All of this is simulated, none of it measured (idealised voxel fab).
Herein follows the process module entitled voxel wiring stack.
Cross-section cut spans 250 nm and uses square cells 5 nm in size.
A cross-section is written here as square cells arranged in a grid, and it is given in bands from the top down, each band taking up one or more rows of cells.
A band entry consists of two parts. The first gives the height of the band's top and the height of its bottom, in nm. The rest lists the band's materials from left to right, each with its width in nm. A single material labelled with the word "edge to edge" fills the band from edge to edge, and the word "air" marks empty space.
A quick word on heights: they are counted from 0, and under that level the wafer as it came to us is one material throughout. The lowest band is different from the rest in having no bottom; it simply continues downward, written as in "0 nm and below".
The notation "30 to 40" denotes a width that varies across the rows of cells in the band, beginning at the first number in the top row, finishing at the second number in the bottom row, and changing by an identical amount from each row to the next.
For the purposes of this document, the phrase "no modifications" attached to a step denotes that no cell within the cross-section was modified by that step.
Reported under the label "Closed void register" are the empty spaces having no open way to the top and comprising 8 cells or more; the notation for each is width x height at distance, in which the distance is measured from the left edge and all three values are in nm.
Formally, on a step line, whatever follows the settings is a remark that the simulator itself makes on the step.
What "overlay nm" on a step's line means: if the step has a mask, that mask lay this far to the right of its planned place, or, when the value is negative, to the left.

**So here's the lineup of process steps we planned**
- 1: RECEIVE,material Si
- 2: CONFORMAL_DEP,material SiO2,thk nm 15
- 3: CONFORMAL_DEP,material SiN,thk nm 5
- 4: DIRECTIONAL_DEP,material lowk,thk nm 20
- 5: MASKED_ETCH,tone open,mask id METAL_1,width nm 30,pitch nm 60,etch materials lowk,depth nm 20,overlay nm 0
- 6: MASKED_ETCH,tone open,mask id METAL_1,width nm 30,pitch nm 60,etch materials SiN,depth nm 5,overlay nm 0
- 7: CONFORMAL_DEP,material TiN,thk nm 5
- 8: FILL_DEP,material Cu,thk nm 10
- 9: CMP,height nm 40
- 10: CONFORMAL_DEP,material SiCN,thk nm 5
- 11: DIRECTIONAL_DEP,material lowk,thk nm 20
- 12: PATTERN,tone open,mask id PLUG_1,material resist,width nm 15,pitch nm 60,thk nm 15,overlay nm 0
- 13: DIRECTIONAL_ETCH,etch materials lowk,depth nm 20
- 14: DIRECTIONAL_ETCH,etch materials SiCN,depth nm 5
- 15: STRIP,etch materials resist
- 16: CONFORMAL_DEP,material TiN,thk nm 5
- 17: FILL_DEP,material Ru,thk nm 5
- 18: CMP,height nm 65
- 19: CONFORMAL_DEP,material SiN,thk nm 5
- 20: DIRECTIONAL_DEP,material SiO2,thk nm 15
- 21: DIRECTIONAL_DEP,material aC,thk nm 15
- 22: PATTERN,tone open,mask id METAL_2,material resist,width nm 30,pitch nm 60,thk nm 35,overlay nm 0
- 23: DIRECTIONAL_ETCH,etch materials aC,depth nm 15
- 24: STRIP,etch materials resist
- 25: DIRECTIONAL_ETCH,etch materials SiO2,depth nm 15
- 26: DIRECTIONAL_ETCH,etch materials SiN,depth nm 5
- 27: STRIP,etch materials aC
- 28: CONFORMAL_DEP,material TiN,thk nm 5
- 29: FILL_DEP,material Cu,thk nm 5
- 30: CMP,height nm 85
- 31: CONFORMAL_DEP,material SiN,thk nm 5

**As-received wafer cross-section (after step 1)**
> 0 nm and below  Si edge to edge
> Closed void register: none

**Cross-sectional image of the first of two wafers at the end of the module, the run having proceeded as planned**
> 90 nm to 85 nm  SiN edge to edge
> 85 nm to 70 nm  SiO2: 50, TiN: 5, Cu: 20, TiN: 5, SiO2: 30, TiN: 5, Cu: 20, TiN: 5, SiO2: 30, TiN: 5, Cu: 20, TiN: 5, SiO2: 50
> 70 nm to 65 nm  SiN: 50, TiN: 30, SiN: 30, TiN: 30, SiN: 30, TiN: 30, SiN: 50
> 65 nm to 45 nm  lowk: 50, TiN: 5, Ru: 5, TiN: 5, lowk: 45, TiN: 5, Ru: 5, TiN: 5, lowk: 45, TiN: 5, Ru: 5, TiN: 5, lowk: 65
> 45 nm to 40 nm  SiCN: 50, TiN: 15, SiCN: 45, TiN: 15, SiCN: 45, TiN: 15, SiCN: 65
> 40 nm to 20 nm  lowk: 50, TiN: 5, Cu: 20, TiN: 5, lowk: 30, TiN: 5, Cu: 20, TiN: 5, lowk: 30, TiN: 5, Cu: 20, TiN: 5, lowk: 50
> 20 nm to 15 nm  SiN: 50, TiN: 30, SiN: 30, TiN: 30, SiN: 30, TiN: 30, SiN: 50
> 15 nm to 0 nm  SiO2 edge to edge
> 0 nm and below  Si edge to edge
> Closed void register: none

**Wafer two cross-section, module end. Start and plan unchanged from wafer one; one mistake made during the run**
> 90 nm to 85 nm  SiN edge to edge
> 85 nm to 70 nm  SiO2: 50, TiN: 5, Cu: 20, TiN: 5, SiO2: 30, TiN: 5, Cu: 20, TiN: 5, SiO2: 30, TiN: 5, Cu: 20, TiN: 5, SiO2: 50
> 70 nm to 65 nm  SiN: 50, TiN: 30, SiN: 30, TiN: 30, SiN: 30, TiN: 30, SiN: 50
> 65 nm to 45 nm  lowk: 50, TiN: 5, Ru: 5, TiN: 5, lowk: 45, TiN: 5, Ru: 5, TiN: 5, lowk: 45, TiN: 5, Ru: 5, TiN: 5, lowk: 65
> 45 nm to 40 nm  SiCN: 50, TiN: 15, SiCN: 45, TiN: 15, SiCN: 45, TiN: 15, SiCN: 65
> 40 nm to 25 nm  lowk: 50, TiN: 5, Cu: 20, TiN: 5, lowk: 30, TiN: 5, Cu: 20, TiN: 5, lowk: 30, TiN: 5, Cu: 20, TiN: 5, lowk: 50
> 25 nm to 20 nm  lowk: 50, TiN: 30, lowk: 30, TiN: 30, lowk: 30, TiN: 30, lowk: 50
> 20 nm to 5 nm  SiO2 edge to edge
> 5 nm to 0 nm  SiN edge to edge
> 0 nm and below  Si edge to edge
> Closed void register: none
Short version of what went wrong: a sequencing error occurred in which plan steps 2 and 3 were transposed
Materials where the second wafer ends with more or fewer cells than the first: Cu: 12 fewer | SiN: 18 more | TiN: 6 fewer
